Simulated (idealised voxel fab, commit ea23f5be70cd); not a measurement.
process module | voxel air gaps
cross-section cut | 285 nm wide | cells 5 nm
A cross-section is a grid of square cells, given in bands from the top down. A band is one or more rows of cells.
Each band's line starts with the height of the band's top and of its bottom, in nm. Then come its materials from left to right, each with its width in nm. One material with "throughout" fills the band from edge to edge. "air" is empty space.
Height 0 is the level under which the wafer as received is all one material. The lowest band goes on downwards, as in "0 down".
A width such as "30 to 40" changes by the same amount from each row of cells to the next, from the band's top row to its bottom row.
"no change" after a step means that no cell of the cross-section changed.
closed voids: empty space of 8 cells or more with no open way to the top, each as width x height at its distance from the left edge, in nm
after a step's settings: what the simulator itself notes on the step
overlay nm, on a step with a mask: how far to the right of its planned place the mask lay; to the left if negative
plan
1 op RECEIVE | material Si
2 op CONFORMAL_DEP | material SiO2 | thk nm 15
3 op CONFORMAL_DEP | material SiN | thk nm 5
4 op DIRECTIONAL_DEP | material lowk | thk nm 30
5 op MASKED_ETCH | tone open | mask id LINES | width nm 20 | pitch nm 50 | etch materials lowk | depth nm 30 | overlay nm 0
6 op CONFORMAL_DEP | material TiN | thk nm 5
7 op FILL_DEP | material Cu | thk nm 10
8 op CMP | height nm 50
9 op EPI | material Ru | thk nm 10
10 op SELECTIVE_ETCH | etch materials lowk | depth nm 40
11 op CONFORMAL_DEP | material SiN | thk nm 5
first wafer, as planned
as received, after step 1
  0 down: Si throughout
  closed voids: none
after step 2
  15 to 0: SiO2 throughout
  below 0: unchanged
after step 3
  20 to 15: SiN throughout
  below 15: unchanged
after step 4
  50 to 20: lowk throughout
  below 20: unchanged
after step 5
  50 to 20: lowk 55 | air 20 | lowk 30 | air 20 | lowk 30 | air 20 | lowk 30 | air 20 | lowk 60
  below 20: unchanged
after step 6
  55 to 50: TiN 60 | air 10 | TiN 40 | air 10 | TiN 40 | air 10 | TiN 40 | air 10 | TiN 65
  50 to 25: lowk 55 | TiN 5 | air 10 | TiN 5 | lowk 30 | TiN 5 | air 10 | TiN 5 | lowk 30 | TiN 5 | air 10 | TiN 5 | lowk 30 | TiN 5 | air 10 | TiN 5 | lowk 60
  25 to 20: lowk 55 | TiN 20 | lowk 30 | TiN 20 | lowk 30 | TiN 20 | lowk 30 | TiN 20 | lowk 60
  below 20: unchanged
after step 7
  65 to 55: Cu throughout
  55 to 50: TiN 60 | Cu 10 | TiN 40 | Cu 10 | TiN 40 | Cu 10 | TiN 40 | Cu 10 | TiN 65
  50 to 25: lowk 55 | TiN 5 | Cu 10 | TiN 5 | lowk 30 | TiN 5 | Cu 10 | TiN 5 | lowk 30 | TiN 5 | Cu 10 | TiN 5 | lowk 30 | TiN 5 | Cu 10 | TiN 5 | lowk 60
  below 25: unchanged
after step 8
  50 to 25: lowk 55 | TiN 5 | Cu 10 | TiN 5 | lowk 30 | TiN 5 | Cu 10 | TiN 5 | lowk 30 | TiN 5 | Cu 10 | TiN 5 | lowk 30 | TiN 5 | Cu 10 | TiN 5 | lowk 60
  below 25: unchanged
after step 9
  60 to 50: air 45 | Ru 40 | air 10 | Ru 40 | air 10 | Ru 40 | air 10 | Ru 40 | air 50
  below 50: unchanged
after step 10
  60 to 50: air 45 | Ru 40 | air 10 | Ru 40 | air 10 | Ru 40 | air 10 | Ru 40 | air 50
  50 to 25: air 55 | TiN 5 | Cu 10 | TiN 5 | air 30 | TiN 5 | Cu 10 | TiN 5 | air 30 | TiN 5 | Cu 10 | TiN 5 | air 30 | TiN 5 | Cu 10 | TiN 5 | air 60
  25 to 20: air 55 | TiN 20 | air 30 | TiN 20 | air 30 | TiN 20 | air 30 | TiN 20 | air 60
  below 20: unchanged
after step 11
  65 to 60: air 40 | SiN 200 | air 45
  60 to 50: air 40 | SiN 5 | Ru 40 | SiN 10 | Ru 40 | SiN 10 | Ru 40 | SiN 10 | Ru 40 | SiN 5 | air 45
  50 to 45: air 40 | SiN 15 | TiN 5 | Cu 10 | TiN 5 | SiN 30 | TiN 5 | Cu 10 | TiN 5 | SiN 30 | TiN 5 | Cu 10 | TiN 5 | SiN 30 | TiN 5 | Cu 10 | TiN 5 | SiN 15 | air 45
  45 to 25: air 50 | SiN 5 | TiN 5 | Cu 10 | TiN 5 | SiN 5 | air 20 | SiN 5 | TiN 5 | Cu 10 | TiN 5 | SiN 5 | air 20 | SiN 5 | TiN 5 | Cu 10 | TiN 5 | SiN 5 | air 20 | SiN 5 | TiN 5 | Cu 10 | TiN 5 | SiN 5 | air 55
  25 to 20: SiN 55 | TiN 20 | SiN 30 | TiN 20 | SiN 30 | TiN 20 | SiN 30 | TiN 20 | SiN 60
  below 20: unchanged
  closed voids: 20 x 20 at 80; 20 x 20 at 130; 20 x 20 at 180
second wafer: like start, like plan, one mistake. Through step 4 it matches the first wafer
when step 5 should have ended
  50 to 20: air 55 | lowk 20 | air 30 | lowk 20 | air 30 | lowk 20 | air 30 | lowk 20 | air 60
  below 20: unchanged
when step 6 should have ended
  55 to 50: air 50 | TiN 30 | air 20 | TiN 30 | air 20 | TiN 30 | air 20 | TiN 30 | air 55
  50 to 25: air 50 | TiN 5 | lowk 20 | TiN 5 | air 20 | TiN 5 | lowk 20 | TiN 5 | air 20 | TiN 5 | lowk 20 | TiN 5 | air 20 | TiN 5 | lowk 20 | TiN 5 | air 55
  25 to 20: TiN 55 | lowk 20 | TiN 30 | lowk 20 | TiN 30 | lowk 20 | TiN 30 | lowk 20 | TiN 60
  below 20: unchanged
when step 7 should have ended
  65 to 55: Cu throughout
  55 to 50: Cu 50 | TiN 30 | Cu 20 | TiN 30 | Cu 20 | TiN 30 | Cu 20 | TiN 30 | Cu 55
  50 to 25: Cu 50 | TiN 5 | lowk 20 | TiN 5 | Cu 20 | TiN 5 | lowk 20 | TiN 5 | Cu 20 | TiN 5 | lowk 20 | TiN 5 | Cu 20 | TiN 5 | lowk 20 | TiN 5 | Cu 55
  below 25: unchanged
when step 8 should have ended
  50 to 25: Cu 50 | TiN 5 | lowk 20 | TiN 5 | Cu 20 | TiN 5 | lowk 20 | TiN 5 | Cu 20 | TiN 5 | lowk 20 | TiN 5 | Cu 20 | TiN 5 | lowk 20 | TiN 5 | Cu 55
  below 25: unchanged
when step 9 should have ended
  60 to 50: Ru throughout
  below 50: unchanged
when step 10 should have ended: no change
when step 11 should have ended
  65 to 60: SiN throughout
  below 60: unchanged
what went wrong: step 5 ran as: op MASKED_ETCH | tone cover | mask id LINES | width nm 20 | pitch nm 50 | etch materials lowk | depth nm 30 | overlay nm 0
at the end the second wafer has, in cells: 125 more of Cu | 50 more of Ru | 96 fewer of SiN | 25 more of TiN | 96 more of lowk
closed voids at the end (first wafer, second wafer): 3, 0
